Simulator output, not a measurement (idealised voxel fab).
A process module follows: voxel trench capacitor.
FYI the section here is cut, 295 nm wide, cells are 5 nm squares.
How to read a cross-section here: the picture is a grid of square cells, written as bands going from the top down, and any band can span one or more rows of cells. Quick guide to a band line: top height, bottom height (nm) up front; then every material left to right with its width in nm. Only one material and it's marked "everywhere"? Then it fills the band edge to edge. And "empty" just means empty space. The level at which height equals 0 is the one under which the wafer, as it arrives, is entirely one material. No lower edge exists for the bottom band, which continues downward and is notated as in "0..down". It should be noted that a width expressed as "30 to 40" varies in equal increments from row to row of cells within the band, taking the value of the first number at the top row and that of the second number at the bottom row. Reading "no alterations made" for a step: not a cell of the cross-section changed in it. Reported under the label "Fully enclosed voids" are the empty spaces having no open way to the top and comprising 8 cells or more; the notation for each is width x height at distance, in which the distance is measured from the left edge and all three values are in nm. What comes after the settings on a step's line is commentary from the simulator itself on that step. overlay nm: on a step with a mask, how far right of its planned place the mask lay; negative means left.
## Planned process steps
1: RECEIVE, material Si
2: CONFORMAL_DEP, material SiN, thk nm 10
3: PATTERN, tone open, mask id TRENCH, material resist, width nm 15, pitch nm 35, thk nm 20, overlay nm 0
4: DIRECTIONAL_ETCH, etch materials SiN, depth nm 10
5: DIRECTIONAL_ETCH, etch materials Si, depth nm 25
6: STRIP, etch materials resist
7: CONFORMAL_DEP, material Al2O3, thk nm 5
8: FILL_DEP, material polySi, thk nm 5
9: CMP, height nm 10
## Wafer, first of two, run as planned
## Cross-section: wafer on arrival = after step 1
	0..down: Si everywhere
	Fully enclosed voids: none
## How the wafer stands in section after step 2
	10..0: SiN everywhere
	Under the height 0 nothing was changed.
## How the wafer stands in section after step 3
	30..10: resist: 105  empty: 15  resist: 20  empty: 15  resist: 20  empty: 15  resist: 105
	Under the height 10 nothing was changed.
## How the wafer stands in section after step 4
	30..10: resist: 105  empty: 15  resist: 20  empty: 15  resist: 20  empty: 15  resist: 105
	10..0: SiN: 105  empty: 15  SiN: 20  empty: 15  SiN: 20  empty: 15  SiN: 105
	Under the height 0 nothing was changed.
## How the wafer stands in section after step 5
	30..10: resist: 105  empty: 15  resist: 20  empty: 15  resist: 20  empty: 15  resist: 105
	10..0: SiN: 105  empty: 15  SiN: 20  empty: 15  SiN: 20  empty: 15  SiN: 105
	0..-25: Si: 105  empty: 15  Si: 20  empty: 15  Si: 20  empty: 15  Si: 105
	Under the height -25 nothing was changed.
## How the wafer stands in section after step 6
	10..0: SiN: 105  empty: 15  SiN: 20  empty: 15  SiN: 20  empty: 15  SiN: 105
	Under the height 0 nothing was changed.
## How the wafer stands in section after step 7
	15..10: Al2O3: 110  empty: 5  Al2O3: 30  empty: 5  Al2O3: 30  empty: 5  Al2O3: 110
	10..0: SiN: 105  Al2O3: 5  empty: 5  Al2O3: 5  SiN: 20  Al2O3: 5  empty: 5  Al2O3: 5  SiN: 20  Al2O3: 5  empty: 5  Al2O3: 5  SiN: 105
	0..-20: Si: 105  Al2O3: 5  empty: 5  Al2O3: 5  Si: 20  Al2O3: 5  empty: 5  Al2O3: 5  Si: 20  Al2O3: 5  empty: 5  Al2O3: 5  Si: 105
	-20..-25: Si: 105  Al2O3: 15  Si: 20  Al2O3: 15  Si: 20  Al2O3: 15  Si: 105
	Under the height -25 nothing was changed.
## How the wafer stands in section after step 8
	20..15: polySi everywhere
	15..10: Al2O3: 110  polySi: 5  Al2O3: 30  polySi: 5  Al2O3: 30  polySi: 5  Al2O3: 110
	10..0: SiN: 105  Al2O3: 5  polySi: 5  Al2O3: 5  SiN: 20  Al2O3: 5  polySi: 5  Al2O3: 5  SiN: 20  Al2O3: 5  polySi: 5  Al2O3: 5  SiN: 105
	0..-20: Si: 105  Al2O3: 5  polySi: 5  Al2O3: 5  Si: 20  Al2O3: 5  polySi: 5  Al2O3: 5  Si: 20  Al2O3: 5  polySi: 5  Al2O3: 5  Si: 105
	Under the height -20 nothing was changed.
## How the wafer stands in section after step 9
	10..0: SiN: 105  Al2O3: 5  polySi: 5  Al2O3: 5  SiN: 20  Al2O3: 5  polySi: 5  Al2O3: 5  SiN: 20  Al2O3: 5  polySi: 5  Al2O3: 5  SiN: 105
	Under the height 0 nothing was changed.
## Wafer two. Same start, same plan, one slip in execution. Same as wafer one through step 6, inclusive
## when step 7 should have ended
	15..0: SiN: 110  empty: 5  SiN: 30  empty: 5  SiN: 30  empty: 5  SiN: 110
	0..-20: Si: 105  SiN: 5  empty: 5  SiN: 5  Si: 20  SiN: 5  empty: 5  SiN: 5  Si: 20  SiN: 5  empty: 5  SiN: 5  Si: 105
	-20..-25: Si: 105  SiN: 15  Si: 20  SiN: 15  Si: 20  SiN: 15  Si: 105
	Under the height -25 nothing was changed.
## when step 8 should have ended
	20..15: polySi everywhere
	15..0: SiN: 110  polySi: 5  SiN: 30  polySi: 5  SiN: 30  polySi: 5  SiN: 110
	0..-20: Si: 105  SiN: 5  polySi: 5  SiN: 5  Si: 20  SiN: 5  polySi: 5  SiN: 5  Si: 20  SiN: 5  polySi: 5  SiN: 5  Si: 105
	Under the height -20 nothing was changed.
## when step 9 should have ended
	10..0: SiN: 110  polySi: 5  SiN: 30  polySi: 5  SiN: 30  polySi: 5  SiN: 110
	Under the height 0 nothing was changed.
The mistake made against the process plan was this: note that step 7 departed from the planned setting and was carried out as CONFORMAL_DEP, material SiN, thk nm 5
The final cell counts differ between the wafers, with the second having more or fewer of some materials than the first: Al2O3 -45 | SiN +45
